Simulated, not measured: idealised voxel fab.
A process module follows: voxel tone inversion.
The cross-section on display is named cut; it measures 165 nm wide, and its cells are 5 nm squares.
This document writes a cross-section as a grid whose cells are square, and gives it as bands, listed from the top down; one or more rows of cells form a band.
Heads up on the band format: heights come first, top then bottom, in nm. After that it's the materials left to right, each with its width in nm. A single material flagged "full width" fills the whole band edge to edge, and "blank" means there's empty space there.
All heights in this document are referenced to 0, defined as the level beneath which the wafer, as received, consists entirely of one material. The lowest band is not bounded below; it extends indefinitely downward and is written in the form "0..down".
Width spec "30..40" -> top row of cells at first value, bottom row at second value, equal per-row change in between.
Step note "nothing got changed" = no cross-section cell changed.
"Sealed cavities" lists enclosed empty spaces (at least 8 cells, no open path upward to the top), each as width x height at distance from the left edge, in nm.
Past the settings on a step's line: simulator remark, on that step.
overlay nm: on a step with a mask, how far right of its planned place the mask lay; negative means left.

[Below is the list of planned process steps]
| 1 | RECEIVE with material Si |
| 2 | CONFORMAL_DEP with material SiN, thk nm 5 |
| 3 | DIRECTIONAL_DEP with material polySi, thk nm 20 |
| 4 | PATTERN with tone cover, mask id POSTS, material resist, width nm 20, pitch nm 35, thk nm 25, overlay nm -5 |
| 5 | DIRECTIONAL_ETCH with etch materials polySi, depth nm 20 |
| 6 | STRIP with etch materials resist |
| 7 | FILL_DEP with material lowk, thk nm 10 |
| 8 | CMP with height nm 25 |
| 9 | STRIP with etch materials polySi |
What sets these wafers apart? The overlay nm at step 4. They all start alike, and the plan carries the first wafer's value.

[Cross-section of the first of several wafers on receipt, reflecting completion of step 1]
  0..down: Si full width
  Sealed cavities: none

[Below: a row per wafer. Contents at end of module: for every material, cells gained since receipt (+) or lost since receipt (-); then closed voids]
overlay nm -5; +33 SiN; +68 lowk; Sealed cavities: none
overlay nm 0; +33 SiN; +68 lowk; Sealed cavities: none
overlay nm 5; +33 SiN; +68 lowk; Sealed cavities: none
